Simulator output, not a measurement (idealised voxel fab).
This section sets out a process module, namely voxel tone inversion.
Square cell edge 5 nm, section width 285 nm, ID cut.
A cross-section is written here as square cells arranged in a grid, and it is given in bands from the top down, each band taking up one or more rows of cells.
What a band's entry tells you: where the top is and where the bottom is, as heights in nm, and after that what lies inside, material by material from left to right, each with its width in nm. Empty space is written as the word "blank", and a single material marked with the word "edge to edge" occupies the band from edge to edge.
Heights are measured from 0, the level below which the as-received wafer is all one material; the lowest band has no bottom and continues downward, written as in "0..down".
A width given as "30..40" starts at the first number in the band's top row and ends at the second number in its bottom row, shifting by an equal amount at every step from row to row.
Any step labelled "identical to before" changed none of the cells in the cross-section.
Heads up: "Trapped cavities" only lists the empty pockets with no open path to the top that are 8 cells or more, and it writes them as width x height at distance, distance from the left edge, in nm.
Anything after a step's settings on that line? It's the simulator's own note about the step.
overlay nm: mask right of planned place by this much (step with mask). Neg. = left.
The following list gives the planned process steps
step 1: RECEIVE with material Si
step 2: CONFORMAL_DEP with material SiN, thk nm 5
step 3: DIRECTIONAL_DEP with material aC, thk nm 15
step 4: PATTERN with tone cover, mask id POSTS, material resist, width nm 20, pitch nm 45, thk nm 20, overlay nm 0
step 5: DIRECTIONAL_ETCH with etch materials aC, depth nm 15
step 6: STRIP with etch materials resist
step 7: FILL_DEP with material SiO2, thk nm 10
step 8: CMP with height nm 25
step 9: STRIP with etch materials aC
The plan shows the thk nm of step 2 as the first wafer had it; this setting differs between the wafers, which start out alike.
Cross-section: the first of several wafers in its as-received state, i.e. following step 1
0..down: Si edge to edge
Trapped cavities: none
Depicted here is the first of several wafers in cross-section, at module completion following the last step, step 9
25..20: SiO2 edge to edge
20..5: 110 nm SiO2, then 20 nm aC, then 25 nm SiO2, then 20 nm aC, then 110 nm SiO2
5..0: SiN edge to edge
0..down: Si edge to edge
Trapped cavities: none
Last wafer, end of module, cross-section
25..0: SiN edge to edge
0..down: Si edge to edge
Trapped cavities: none
The rows of the table below are wafers. Looking at the end of the module, a row counts, for every material, the cells the wafer has gained, shown as (+), or lost, shown as (-), since it was received; its closed voids come next
thk nm 5; +57 SiN; +204 SiO2; +24 aC; Trapped cavities: none
thk nm 10; +114 SiN; +147 SiO2; Trapped cavities: none
thk nm 15; +171 SiN; +98 SiO2; Trapped cavities: none
thk nm 20; +228 SiN; +49 SiO2; Trapped cavities: none
thk nm 25; +285 SiN; Trapped cavities: none
